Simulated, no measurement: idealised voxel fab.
The process module that follows is named voxel transistor to metal.
Displayed cross-section: cut, width of 190 nm, square cells sized 5 nm.
Square cells in a grid make up a cross-section in this document, and the grid is given as bands, listed from the top down, each one or more rows of cells. Top height, bottom height, nm. Materials left to right, width each, nm. Single material + "full width" = fills band edge to edge. "empty" = empty. Basically, 0 is our baseline, since under it the wafer straight out of the box is all one material. The bottom band has no lower end and keeps on going down, so it looks like "0 and below". So if you see something like "30->40" for the width, read it as the top row of the band sitting at the first number and the bottom row at the second, with every row in between moving by the same amount as the last. Take "left unchanged" at face value: in the step it is given for, the cross-section changed in none of its cells. "Sealed-off cavities" contains a list of empty spaces, each no smaller than 8 cells and without an open way to the top, written in the form width x height at distance with the distance from the left edge and all three in nm. Read whatever lies past the settings on a step's line as the simulator's own remark about the step. overlay nm: where the mask lay relative to plan, measured to the right, on steps with a mask; negatives go left.
[Set out below are the planned steps of the process]
1. RECEIVE | material Si
2. CONFORMAL_DEP | material SiO2 | thk nm 5
3. CONFORMAL_DEP | material SiN | thk nm 10
4. DIRECTIONAL_DEP | material aC | thk nm 10
5. PATTERN | tone cover | mask id ACTIVE | material resist | width nm 85 | thk nm 30 | overlay nm 0
6. DIRECTIONAL_ETCH | etch materials aC | depth nm 10
7. STRIP | etch materials resist
8. DIRECTIONAL_ETCH | etch materials SiN | depth nm 10
9. DIRECTIONAL_ETCH | etch materials SiO2 | depth nm 5
10. DIRECTIONAL_ETCH | etch materials Si | depth nm 30
11. STRIP | etch materials aC
12. FILL_DEP | material SiO2 | thk nm 10
13. CMP | height nm 15
14. SELECTIVE_ETCH | etch materials SiO2 | depth nm 5
15. STRIP | etch materials SiN
16. SELECTIVE_ETCH | etch materials SiO2 | depth nm 5
17. OXIDIZE | depth nm 5
18. DIRECTIONAL_DEP | material polySi | thk nm 25
19. DIRECTIONAL_DEP | material SiCN | thk nm 15
20. MASKED_ETCH | tone cover | mask id GATE | width nm 15 | etch materials SiCN | depth nm 25 | overlay nm 0
21. MASKED_ETCH | tone cover | mask id GATE | width nm 15 | etch materials polySi | depth nm 35 | overlay nm 0
22. CONFORMAL_DEP | material SiN | thk nm 5
23. DIRECTIONAL_ETCH | etch materials SiN | depth nm 5
24. DIRECTIONAL_ETCH | etch materials SiO2 | depth nm 5
25. EPI | material nSi | thk nm 5
26. FILL_DEP | material SiO2 | thk nm 10
27. CMP | height nm 40
28. DIRECTIONAL_DEP | material SiO2 | thk nm 10
29. DIRECTIONAL_DEP | material aC | thk nm 10
30. PATTERN | tone open | mask id CONTACT | material resist | width nm 25 | pitch nm 50 | thk nm 30 | overlay nm 0
31. DIRECTIONAL_ETCH | etch materials aC | depth nm 10
32. STRIP | etch materials resist
33. DIRECTIONAL_ETCH | etch materials SiO2 | depth nm 50
34. STRIP | etch materials aC
35. CONFORMAL_DEP | material TiN | thk nm 5
36. FILL_DEP | material W | thk nm 5
37. CMP | height nm 50
38. CONFORMAL_DEP | material SiN | thk nm 5
39. DIRECTIONAL_DEP | material lowk | thk nm 25
40. PATTERN | tone open | mask id METAL_1 | material resist | width nm 15 | pitch nm 60 | thk nm 20 | overlay nm 0
41. DIRECTIONAL_ETCH | etch materials lowk | depth nm 25
42. DIRECTIONAL_ETCH | etch materials SiN | depth nm 5
43. STRIP | etch materials resist
44. CONFORMAL_DEP | material TiN | thk nm 5
45. FILL_DEP | material Ru | thk nm 5
46. CMP | height nm 80
47. CONFORMAL_DEP | material SiCN | thk nm 5
[First wafer, two in total, run as planned]
[Wafer cross-section on receipt, i.e. after step 1]
* 0 and below = Si full width
* Sealed-off cavities: none
[Presented here is a cross-section of the wafer after step 2 has been performed]
* 5 down to 0 = SiO2 full width
* For the remainder of the cross-section, below 0, there is no change.
[Presented here is a cross-section of the wafer after step 3 has been performed]
* 15 down to 5 = SiN full width
* For the remainder of the cross-section, below 5, there is no change.
[Presented here is a cross-section of the wafer after step 4 has been performed]
* 25 down to 15 = aC full width
* For the remainder of the cross-section, below 15, there is no change.
[Presented here is a cross-section of the wafer after step 5 has been performed]
* 55 down to 25 = 50 empty, then 85 resist, then 55 empty
* For the remainder of the cross-section, below 25, there is no change.
[Presented here is a cross-section of the wafer after step 6 has been performed]
* 45 down to 25 = 50 empty, then 85 resist, then 55 empty
* 25 down to 15 = 50 empty, then 85 aC, then 55 empty
* For the remainder of the cross-section, below 15, there is no change.
[Presented here is a cross-section of the wafer after step 7 has been performed]
* 25 down to 15 = 50 empty, then 85 aC, then 55 empty
* For the remainder of the cross-section, below 15, there is no change.
[Presented here is a cross-section of the wafer after step 8 has been performed]
* 25 down to 15 = 50 empty, then 85 aC, then 55 empty
* 15 down to 5 = 50 empty, then 85 SiN, then 55 empty
* For the remainder of the cross-section, below 5, there is no change.
[Presented here is a cross-section of the wafer after step 9 has been performed]
* 25 down to 15 = 50 empty, then 85 aC, then 55 empty
* 15 down to 5 = 50 empty, then 85 SiN, then 55 empty
* 5 down to 0 = 50 empty, then 85 SiO2, then 55 empty
* For the remainder of the cross-section, below 0, there is no change.
[Presented here is a cross-section of the wafer after step 10 has been performed]
* 25 down to 15 = 50 empty, then 85 aC, then 55 empty
* 15 down to 5 = 50 empty, then 85 SiN, then 55 empty
* 5 down to 0 = 50 empty, then 85 SiO2, then 55 empty
* 0 down to -30 = 50 empty, then 85 Si, then 55 empty
* For the remainder of the cross-section, below -30, there is no change.
[Presented here is a cross-section of the wafer after step 11 has been performed]
* 15 down to 5 = 50 empty, then 85 SiN, then 55 empty
* For the remainder of the cross-section, below 5, there is no change.
[Presented here is a cross-section of the wafer after step 12 has been performed]
* 25 down to 15 = SiO2 full width
* 15 down to 5 = 50 SiO2, then 85 SiN, then 55 SiO2
* 5 down to 0 = SiO2 full width
* 0 down to -30 = 50 SiO2, then 85 Si, then 55 SiO2
* For the remainder of the cross-section, below -30, there is no change.
[Presented here is a cross-section of the wafer after step 13 has been performed]
* 15 down to 5 = 50 SiO2, then 85 SiN, then 55 SiO2
* For the remainder of the cross-section, below 5, there is no change.
[Presented here is a cross-section of the wafer after step 14 has been performed]
* 15 down to 10 = 50 empty, then 85 SiN, then 55 empty
* For the remainder of the cross-section, below 10, there is no change.
[Presented here is a cross-section of the wafer after step 15 has been performed]
* 10 down to 5 = 50 SiO2, then 85 empty, then 55 SiO2
* For the remainder of the cross-section, below 5, there is no change.
[Presented here is a cross-section of the wafer after step 16 has been performed]
* 5 down to 0 = 45 SiO2, then 95 empty, then 50 SiO2
* For the remainder of the cross-section, below 0, there is no change.
[Presented here is a cross-section of the wafer after step 17 has been performed]
* 5 down to 0 = 45 SiO2, then 95 empty, then 50 SiO2
* 0 down to -5 = SiO2 full width
* For the remainder of the cross-section, below -5, there is no change.
[Presented here is a cross-section of the wafer after step 18 has been performed]
* 30 down to 25 = 45 polySi, then 95 empty, then 50 polySi
* 25 down to 5 = polySi full width
* 5 down to 0 = 45 SiO2, then 95 polySi, then 50 SiO2
* For the remainder of the cross-section, below 0, there is no change.
[Presented here is a cross-section of the wafer after step 19 has been performed]
* 45 down to 40 = 45 SiCN, then 95 empty, then 50 SiCN
* 40 down to 30 = SiCN full width
* 30 down to 25 = 45 polySi, then 95 SiCN, then 50 polySi
* For the remainder of the cross-section, below 25, there is no change.
[Presented here is a cross-section of the wafer after step 20 has been performed]
* 40 down to 30 = 85 empty, then 15 SiCN, then 90 empty
* 30 down to 25 = 45 polySi, then 40 empty, then 15 SiCN, then 40 empty, then 50 polySi
* For the remainder of the cross-section, below 25, there is no change.
[Presented here is a cross-section of the wafer after step 21 has been performed]
* 40 down to 25 = 85 empty, then 15 SiCN, then 90 empty
* 25 down to 5 = 85 empty, then 15 polySi, then 90 empty
* 5 down to 0 = 45 SiO2, then 40 empty, then 15 polySi, then 40 empty, then 50 SiO2
* For the remainder of the cross-section, below 0, there is no change.
[Presented here is a cross-section of the wafer after step 22 has been performed]
* 45 down to 40 = 80 empty, then 25 SiN, then 85 empty
* 40 down to 25 = 80 empty, then 5 SiN, then 15 SiCN, then 5 SiN, then 85 empty
* 25 down to 10 = 80 empty, then 5 SiN, then 15 polySi, then 5 SiN, then 85 empty
* 10 down to 5 = 50 SiN, then 30 empty, then 5 SiN, then 15 polySi, then 5 SiN, then 30 empty, then 55 SiN
* 5 down to 0 = 45 SiO2, then 40 SiN, then 15 polySi, then 40 SiN, then 50 SiO2
* For the remainder of the cross-section, below 0, there is no change.
[Presented here is a cross-section of the wafer after step 23 has been performed]
* 40 down to 25 = 80 empty, then 5 SiN, then 15 SiCN, then 5 SiN, then 85 empty
* 25 down to 5 = 80 empty, then 5 SiN, then 15 polySi, then 5 SiN, then 85 empty
* 5 down to 0 = 45 SiO2, then 5 SiN, then 30 empty, then 5 SiN, then 15 polySi, then 5 SiN, then 30 empty, then 5 SiN, then 50 SiO2
* For the remainder of the cross-section, below 0, there is no change.
[Presented here is a cross-section of the wafer after step 24 has been performed]
* 40 down to 25 = 80 empty, then 5 SiN, then 15 SiCN, then 5 SiN, then 85 empty
* 25 down to 5 = 80 empty, then 5 SiN, then 15 polySi, then 5 SiN, then 85 empty
* 5 down to 0 = 45 empty, then 5 SiN, then 30 empty, then 5 SiN, then 15 polySi, then 5 SiN, then 30 empty, then 5 SiN, then 50 empty
* 0 down to -5 = 50 SiO2, then 30 empty, then 25 SiO2, then 30 empty, then 55 SiO2
* For the remainder of the cross-section, below -5, there is no change.
[Presented here is a cross-section of the wafer after step 25 has been performed]
* 40 down to 25 = 80 empty, then 5 SiN, then 15 SiCN, then 5 SiN, then 85 empty
* 25 down to 5 = 80 empty, then 5 SiN, then 15 polySi, then 5 SiN, then 85 empty
* 5 down to 0 = 45 empty, then 5 SiN, then 30 empty, then 5 SiN, then 15 polySi, then 5 SiN, then 30 empty, then 5 SiN, then 50 empty
* 0 down to -5 = 50 SiO2, then 30 nSi, then 25 SiO2, then 30 nSi, then 55 SiO2
* For the remainder of the cross-section, below -5, there is no change.
[Presented here is a cross-section of the wafer after step 26 has been performed]
* 50 down to 40 = SiO2 full width
* 40 down to 25 = 80 SiO2, then 5 SiN, then 15 SiCN, then 5 SiN, then 85 SiO2
* 25 down to 5 = 80 SiO2, then 5 SiN, then 15 polySi, then 5 SiN, then 85 SiO2
* 5 down to 0 = 45 SiO2, then 5 SiN, then 30 SiO2, then 5 SiN, then 15 polySi, then 5 SiN, then 30 SiO2, then 5 SiN, then 50 SiO2
* For the remainder of the cross-section, below 0, there is no change.
[Presented here is a cross-section of the wafer after step 27 has been performed]
* 40 down to 25 = 80 SiO2, then 5 SiN, then 15 SiCN, then 5 SiN, then 85 SiO2
* For the remainder of the cross-section, below 25, there is no change.
[Presented here is a cross-section of the wafer after step 28 has been performed]
* 50 down to 40 = SiO2 full width
* For the remainder of the cross-section, below 40, there is no change.
[Presented here is a cross-section of the wafer after step 29 has been performed]
* 60 down to 50 = aC full width
* For the remainder of the cross-section, below 50, there is no change.
[Presented here is a cross-section of the wafer after step 30 has been performed]
* 90 down to 60 = 55 resist, then 25 empty, then 25 resist, then 25 empty, then 60 resist
* For the remainder of the cross-section, below 60, there is no change.
[Presented here is a cross-section of the wafer after step 31 has been performed]
* 80 down to 60 = 55 resist, then 25 empty, then 25 resist, then 25 empty, then 60 resist
* 60 down to 50 = 55 aC, then 25 empty, then 25 aC, then 25 empty, then 60 aC
* For the remainder of the cross-section, below 50, there is no change.
[Presented here is a cross-section of the wafer after step 32 has been performed]
* 60 down to 50 = 55 aC, then 25 empty, then 25 aC, then 25 empty, then 60 aC
* For the remainder of the cross-section, below 50, there is no change.
[Presented here is a cross-section of the wafer after step 33 has been performed]
* 60 down to 50 = 55 aC, then 25 empty, then 25 aC, then 25 empty, then 60 aC
* 50 down to 40 = 55 SiO2, then 25 empty, then 25 SiO2, then 25 empty, then 60 SiO2
* 40 down to 25 = 55 SiO2, then 25 empty, then 5 SiN, then 15 SiCN, then 5 SiN, then 25 empty, then 60 SiO2
* 25 down to 5 = 55 SiO2, then 25 empty, then 5 SiN, then 15 polySi, then 5 SiN, then 25 empty, then 60 SiO2
* 5 down to 0 = 45 SiO2, then 5 SiN, then 5 SiO2, then 25 empty, then 5 SiN, then 15 polySi, then 5 SiN, then 25 empty, then 5 SiO2, then 5 SiN, then 50 SiO2
* For the remainder of the cross-section, below 0, there is no change.
[Presented here is a cross-section of the wafer after step 34 has been performed]
* 50 down to 40 = 55 SiO2, then 25 empty, then 25 SiO2, then 25 empty, then 60 SiO2
* For the remainder of the cross-section, below 40, there is no change.
[Presented here is a cross-section of the wafer after step 35 has been performed]
* 55 down to 50 = 60 TiN, then 15 empty, then 35 TiN, then 15 empty, then 65 TiN
* 50 down to 40 = 55 SiO2, then 5 TiN, then 15 empty, then 5 TiN, then 25 SiO2, then 5 TiN, then 15 empty, then 5 TiN, then 60 SiO2
* 40 down to 25 = 55 SiO2, then 5 TiN, then 15 empty, then 5 TiN, then 5 SiN, then 15 SiCN, then 5 SiN, then 5 TiN, then 15 empty, then 5 TiN, then 60 SiO2
* 25 down to 5 = 55 SiO2, then 5 TiN, then 15 empty, then 5 TiN, then 5 SiN, then 15 polySi, then 5 SiN, then 5 TiN, then 15 empty, then 5 TiN, then 60 SiO2
* 5 down to 0 = 45 SiO2, then 5 SiN, then 5 SiO2, then 25 TiN, then 5 SiN, then 15 polySi, then 5 SiN, then 25 TiN, then 5 SiO2, then 5 SiN, then 50 SiO2
* For the remainder of the cross-section, below 0, there is no change.
[Presented here is a cross-section of the wafer after step 36 has been performed]
* 60 down to 55 = W full width
* 55 down to 50 = 60 TiN, then 15 W, then 35 TiN, then 15 W, then 65 TiN
* 50 down to 40 = 55 SiO2, then 5 TiN, then 15 W, then 5 TiN, then 25 SiO2, then 5 TiN, then 15 W, then 5 TiN, then 60 SiO2
* 40 down to 25 = 55 SiO2, then 5 TiN, then 15 W, then 5 TiN, then 5 SiN, then 15 SiCN, then 5 SiN, then 5 TiN, then 15 W, then 5 TiN, then 60 SiO2
* 25 down to 5 = 55 SiO2, then 5 TiN, then 15 W, then 5 TiN, then 5 SiN, then 15 polySi, then 5 SiN, then 5 TiN, then 15 W, then 5 TiN, then 60 SiO2
* For the remainder of the cross-section, below 5, there is no change.
[Presented here is a cross-section of the wafer after step 37 has been performed]
* 50 down to 40 = 55 SiO2, then 5 TiN, then 15 W, then 5 TiN, then 25 SiO2, then 5 TiN, then 15 W, then 5 TiN, then 60 SiO2
* For the remainder of the cross-section, below 40, there is no change.
[Presented here is a cross-section of the wafer after step 38 has been performed]
* 55 down to 50 = SiN full width
* For the remainder of the cross-section, below 50, there is no change.
[Presented here is a cross-section of the wafer after step 39 has been performed]
* 80 down to 55 = lowk full width
* For the remainder of the cross-section, below 55, there is no change.
[Presented here is a cross-section of the wafer after step 40 has been performed]
* 100 down to 80 = 55 resist, then 15 empty, then 45 resist, then 15 empty, then 60 resist
* For the remainder of the cross-section, below 80, there is no change.
[Presented here is a cross-section of the wafer after step 41 has been performed]
* 100 down to 80 = 55 resist, then 15 empty, then 45 resist, then 15 empty, then 60 resist
* 80 down to 55 = 55 lowk, then 15 empty, then 45 lowk, then 15 empty, then 60 lowk
* For the remainder of the cross-section, below 55, there is no change.
[Presented here is a cross-section of the wafer after step 42 has been performed]
* 100 down to 80 = 55 resist, then 15 empty, then 45 resist, then 15 empty, then 60 resist
* 80 down to 55 = 55 lowk, then 15 empty, then 45 lowk, then 15 empty, then 60 lowk
* 55 down to 50 = 55 SiN, then 15 empty, then 45 SiN, then 15 empty, then 60 SiN
* For the remainder of the cross-section, below 50, there is no change.
[Presented here is a cross-section of the wafer after step 43 has been performed]
* 80 down to 55 = 55 lowk, then 15 empty, then 45 lowk, then 15 empty, then 60 lowk
* For the remainder of the cross-section, below 55, there is no change.
[Presented here is a cross-section of the wafer after step 44 has been performed]
* 85 down to 80 = 60 TiN, then 5 empty, then 55 TiN, then 5 empty, then 65 TiN
* 80 down to 55 = 55 lowk, then 5 TiN, then 5 empty, then 5 TiN, then 45 lowk, then 5 TiN, then 5 empty, then 5 TiN, then 60 lowk
* 55 down to 50 = 55 SiN, then 15 TiN, then 45 SiN, then 15 TiN, then 60 SiN
* For the remainder of the cross-section, below 50, there is no change.
[Presented here is a cross-section of the wafer after step 45 has been performed]
* 90 down to 85 = Ru full width
* 85 down to 80 = 60 TiN, then 5 Ru, then 55 TiN, then 5 Ru, then 65 TiN
* 80 down to 55 = 55 lowk, then 5 TiN, then 5 Ru, then 5 TiN, then 45 lowk, then 5 TiN, then 5 Ru, then 5 TiN, then 60 lowk
* For the remainder of the cross-section, below 55, there is no change.
[Presented here is a cross-section of the wafer after step 46 has been performed]
* 80 down to 55 = 55 lowk, then 5 TiN, then 5 Ru, then 5 TiN, then 45 lowk, then 5 TiN, then 5 Ru, then 5 TiN, then 60 lowk
* For the remainder of the cross-section, below 55, there is no change.
[Presented here is a cross-section of the wafer after step 47 has been performed]
* 85 down to 80 = SiCN full width
* For the remainder of the cross-section, below 80, there is no change.
[The second wafer began exactly as the first did and followed the same plan, but one mistake was made while running it; through step 20 inclusive, the two wafers are identical]
[Cross-section of the second wafer at the time by which step 21 should have been completed according to the plan]
* 40 down to 25 = 85 empty, then 15 SiCN, then 90 empty
* 25 down to 5 = 80 empty, then 25 polySi, then 85 empty
* 5 down to 0 = 45 SiO2, then 35 empty, then 25 polySi, then 35 empty, then 50 SiO2
* For the remainder of the cross-section, below 0, there is no change.
[Cross-section of the second wafer at the time by which step 22 should have been completed according to the plan]
* 45 down to 40 = 80 empty, then 25 SiN, then 85 empty
* 40 down to 30 = 80 empty, then 5 SiN, then 15 SiCN, then 5 SiN, then 85 empty
* 30 down to 25 = 75 empty, then 10 SiN, then 15 SiCN, then 10 SiN, then 80 empty
* 25 down to 10 = 75 empty, then 5 SiN, then 25 polySi, then 5 SiN, then 80 empty
* 10 down to 5 = 50 SiN, then 25 empty, then 5 SiN, then 25 polySi, then 5 SiN, then 25 empty, then 55 SiN
* 5 down to 0 = 45 SiO2, then 35 SiN, then 25 polySi, then 35 SiN, then 50 SiO2
* For the remainder of the cross-section, below 0, there is no change.
[Cross-section of the second wafer at the time by which step 23 should have been completed according to the plan]
* 40 down to 25 = 80 empty, then 5 SiN, then 15 SiCN, then 5 SiN, then 85 empty
* 25 down to 5 = 75 empty, then 5 SiN, then 25 polySi, then 5 SiN, then 80 empty
* 5 down to 0 = 45 SiO2, then 5 SiN, then 25 empty, then 5 SiN, then 25 polySi, then 5 SiN, then 25 empty, then 5 SiN, then 50 SiO2
* For the remainder of the cross-section, below 0, there is no change.
[Cross-section of the second wafer at the time by which step 24 should have been completed according to the plan]
* 40 down to 25 = 80 empty, then 5 SiN, then 15 SiCN, then 5 SiN, then 85 empty
* 25 down to 5 = 75 empty, then 5 SiN, then 25 polySi, then 5 SiN, then 80 empty
* 5 down to 0 = 45 empty, then 5 SiN, then 25 empty, then 5 SiN, then 25 polySi, then 5 SiN, then 25 empty, then 5 SiN, then 50 empty
* 0 down to -5 = 50 SiO2, then 25 empty, then 35 SiO2, then 25 empty, then 55 SiO2
* For the remainder of the cross-section, below -5, there is no change.
[Cross-section of the second wafer at the time by which step 25 should have been completed according to the plan]
* 40 down to 25 = 80 empty, then 5 SiN, then 15 SiCN, then 5 SiN, then 85 empty
* 25 down to 5 = 75 empty, then 5 SiN, then 25 polySi, then 5 SiN, then 80 empty
* 5 down to 0 = 45 empty, then 5 SiN, then 25 empty, then 5 SiN, then 25 polySi, then 5 SiN, then 25 empty, then 5 SiN, then 50 empty
* 0 down to -5 = 50 SiO2, then 25 nSi, then 35 SiO2, then 25 nSi, then 55 SiO2
* For the remainder of the cross-section, below -5, there is no change.
[Cross-section of the second wafer at the time by which step 26 should have been completed according to the plan]
* 50 down to 40 = SiO2 full width
* 40 down to 25 = 80 SiO2, then 5 SiN, then 15 SiCN, then 5 SiN, then 85 SiO2
* 25 down to 5 = 75 SiO2, then 5 SiN, then 25 polySi, then 5 SiN, then 80 SiO2
* 5 down to 0 = 45 SiO2, then 5 SiN, then 25 SiO2, then 5 SiN, then 25 polySi, then 5 SiN, then 25 SiO2, then 5 SiN, then 50 SiO2
* For the remainder of the cross-section, below 0, there is no change.
[Cross-section of the second wafer at the time by which step 27 should have been completed according to the plan]
* 40 down to 25 = 80 SiO2, then 5 SiN, then 15 SiCN, then 5 SiN, then 85 SiO2
* For the remainder of the cross-section, below 25, there is no change.
[Cross-section of the second wafer at the time by which step 28 should have been completed according to the plan]
* 50 down to 40 = SiO2 full width
* For the remainder of the cross-section, below 40, there is no change.
[Cross-section of the second wafer at the time by which step 29 should have been completed according to the plan]
* 60 down to 50 = aC full width
* For the remainder of the cross-section, below 50, there is no change.
[Cross-section of the second wafer at the time by which step 30 should have been completed according to the plan]
* 90 down to 60 = 55 resist, then 25 empty, then 25 resist, then 25 empty, then 60 resist
* For the remainder of the cross-section, below 60, there is no change.
[Cross-section of the second wafer at the time by which step 31 should have been completed according to the plan]
* 80 down to 60 = 55 resist, then 25 empty, then 25 resist, then 25 empty, then 60 resist
* 60 down to 50 = 55 aC, then 25 empty, then 25 aC, then 25 empty, then 60 aC
* For the remainder of the cross-section, below 50, there is no change.
[Cross-section of the second wafer at the time by which step 32 should have been completed according to the plan]
* 60 down to 50 = 55 aC, then 25 empty, then 25 aC, then 25 empty, then 60 aC
* For the remainder of the cross-section, below 50, there is no change.
[Cross-section of the second wafer at the time by which step 33 should have been completed according to the plan]
* 60 down to 50 = 55 aC, then 25 empty, then 25 aC, then 25 empty, then 60 aC
* 50 down to 40 = 55 SiO2, then 25 empty, then 25 SiO2, then 25 empty, then 60 SiO2
* 40 down to 25 = 55 SiO2, then 25 empty, then 5 SiN, then 15 SiCN, then 5 SiN, then 25 empty, then 60 SiO2
* 25 down to 5 = 55 SiO2, then 20 empty, then 5 SiN, then 25 polySi, then 5 SiN, then 20 empty, then 60 SiO2
* 5 down to 0 = 45 SiO2, then 5 SiN, then 5 SiO2, then 20 empty, then 5 SiN, then 25 polySi, then 5 SiN, then 20 empty, then 5 SiO2, then 5 SiN, then 50 SiO2
* For the remainder of the cross-section, below 0, there is no change.
[Cross-section of the second wafer at the time by which step 34 should have been completed according to the plan]
* 50 down to 40 = 55 SiO2, then 25 empty, then 25 SiO2, then 25 empty, then 60 SiO2
* For the remainder of the cross-section, below 40, there is no change.
[Cross-section of the second wafer at the time by which step 35 should have been completed according to the plan]
* 55 down to 50 = 60 TiN, then 15 empty, then 35 TiN, then 15 empty, then 65 TiN
* 50 down to 40 = 55 SiO2, then 5 TiN, then 15 empty, then 5 TiN, then 25 SiO2, then 5 TiN, then 15 empty, then 5 TiN, then 60 SiO2
* 40 down to 30 = 55 SiO2, then 5 TiN, then 15 empty, then 5 TiN, then 5 SiN, then 15 SiCN, then 5 SiN, then 5 TiN, then 15 empty, then 5 TiN, then 60 SiO2
* 30 down to 25 = 55 SiO2, then 5 TiN, then 10 empty, then 10 TiN, then 5 SiN, then 15 SiCN, then 5 SiN, then 10 TiN, then 10 empty, then 5 TiN, then 60 SiO2
* 25 down to 5 = 55 SiO2, then 5 TiN, then 10 empty, then 5 TiN, then 5 SiN, then 25 polySi, then 5 SiN, then 5 TiN, then 10 empty, then 5 TiN, then 60 SiO2
* 5 down to 0 = 45 SiO2, then 5 SiN, then 5 SiO2, then 20 TiN, then 5 SiN, then 25 polySi, then 5 SiN, then 20 TiN, then 5 SiO2, then 5 SiN, then 50 SiO2
* For the remainder of the cross-section, below 0, there is no change.
[Cross-section of the second wafer at the time by which step 36 should have been completed according to the plan]
* 60 down to 55 = W full width
* 55 down to 50 = 60 TiN, then 15 W, then 35 TiN, then 15 W, then 65 TiN
* 50 down to 40 = 55 SiO2, then 5 TiN, then 15 W, then 5 TiN, then 25 SiO2, then 5 TiN, then 15 W, then 5 TiN, then 60 SiO2
* 40 down to 30 = 55 SiO2, then 5 TiN, then 15 W, then 5 TiN, then 5 SiN, then 15 SiCN, then 5 SiN, then 5 TiN, then 15 W, then 5 TiN, then 60 SiO2
* 30 down to 25 = 55 SiO2, then 5 TiN, then 10 W, then 10 TiN, then 5 SiN, then 15 SiCN, then 5 SiN, then 10 TiN, then 10 W, then 5 TiN, then 60 SiO2
* 25 down to 5 = 55 SiO2, then 5 TiN, then 10 W, then 5 TiN, then 5 SiN, then 25 polySi, then 5 SiN, then 5 TiN, then 10 W, then 5 TiN, then 60 SiO2
* For the remainder of the cross-section, below 5, there is no change.
[Cross-section of the second wafer at the time by which step 37 should have been completed according to the plan]
* 50 down to 40 = 55 SiO2, then 5 TiN, then 15 W, then 5 TiN, then 25 SiO2, then 5 TiN, then 15 W, then 5 TiN, then 60 SiO2
* For the remainder of the cross-section, below 40, there is no change.
[Cross-section of the second wafer at the time by which step 38 should have been completed according to the plan]
* 55 down to 50 = SiN full width
* For the remainder of the cross-section, below 50, there is no change.
[Cross-section of the second wafer at the time by which step 39 should have been completed according to the plan]
* 80 down to 55 = lowk full width
* For the remainder of the cross-section, below 55, there is no change.
[Cross-section of the second wafer at the time by which step 40 should have been completed according to the plan]
* 100 down to 80 = 55 resist, then 15 empty, then 45 resist, then 15 empty, then 60 resist
* For the remainder of the cross-section, below 80, there is no change.
[Cross-section of the second wafer at the time by which step 41 should have been completed according to the plan]
* 100 down to 80 = 55 resist, then 15 empty, then 45 resist, then 15 empty, then 60 resist
* 80 down to 55 = 55 lowk, then 15 empty, then 45 lowk, then 15 empty, then 60 lowk
* For the remainder of the cross-section, below 55, there is no change.
[Cross-section of the second wafer at the time by which step 42 should have been completed according to the plan]
* 100 down to 80 = 55 resist, then 15 empty, then 45 resist, then 15 empty, then 60 resist
* 80 down to 55 = 55 lowk, then 15 empty, then 45 lowk, then 15 empty, then 60 lowk
* 55 down to 50 = 55 SiN, then 15 empty, then 45 SiN, then 15 empty, then 60 SiN
* For the remainder of the cross-section, below 50, there is no change.
[Cross-section of the second wafer at the time by which step 43 should have been completed according to the plan]
* 80 down to 55 = 55 lowk, then 15 empty, then 45 lowk, then 15 empty, then 60 lowk
* For the remainder of the cross-section, below 55, there is no change.
[Cross-section of the second wafer at the time by which step 44 should have been completed according to the plan]
* 85 down to 80 = 60 TiN, then 5 empty, then 55 TiN, then 5 empty, then 65 TiN
* 80 down to 55 = 55 lowk, then 5 TiN, then 5 empty, then 5 TiN, then 45 lowk, then 5 TiN, then 5 empty, then 5 TiN, then 60 lowk
* 55 down to 50 = 55 SiN, then 15 TiN, then 45 SiN, then 15 TiN, then 60 SiN
* For the remainder of the cross-section, below 50, there is no change.
[Cross-section of the second wafer at the time by which step 45 should have been completed according to the plan]
* 90 down to 85 = Ru full width
* 85 down to 80 = 60 TiN, then 5 Ru, then 55 TiN, then 5 Ru, then 65 TiN
* 80 down to 55 = 55 lowk, then 5 TiN, then 5 Ru, then 5 TiN, then 45 lowk, then 5 TiN, then 5 Ru, then 5 TiN, then 60 lowk
* For the remainder of the cross-section, below 55, there is no change.
[Cross-section of the second wafer at the time by which step 46 should have been completed according to the plan]
* 80 down to 55 = 55 lowk, then 5 TiN, then 5 Ru, then 5 TiN, then 45 lowk, then 5 TiN, then 5 Ru, then 5 TiN, then 60 lowk
* For the remainder of the cross-section, below 55, there is no change.
[Cross-section of the second wafer at the time by which step 47 should have been completed according to the plan]
* 85 down to 80 = SiCN full width
* For the remainder of the cross-section, below 80, there is no change.
Deviation noted in wafer processing: step 21 did not happen as planned, as run it was MASKED_ETCH | tone cover | mask id GATE | width nm 25 | etch materials polySi | depth nm 35 | overlay nm 0
Final cells, second wafer relative to first, materials higher or lower: +2 SiO2; -10 W; -2 nSi; +10 polySi
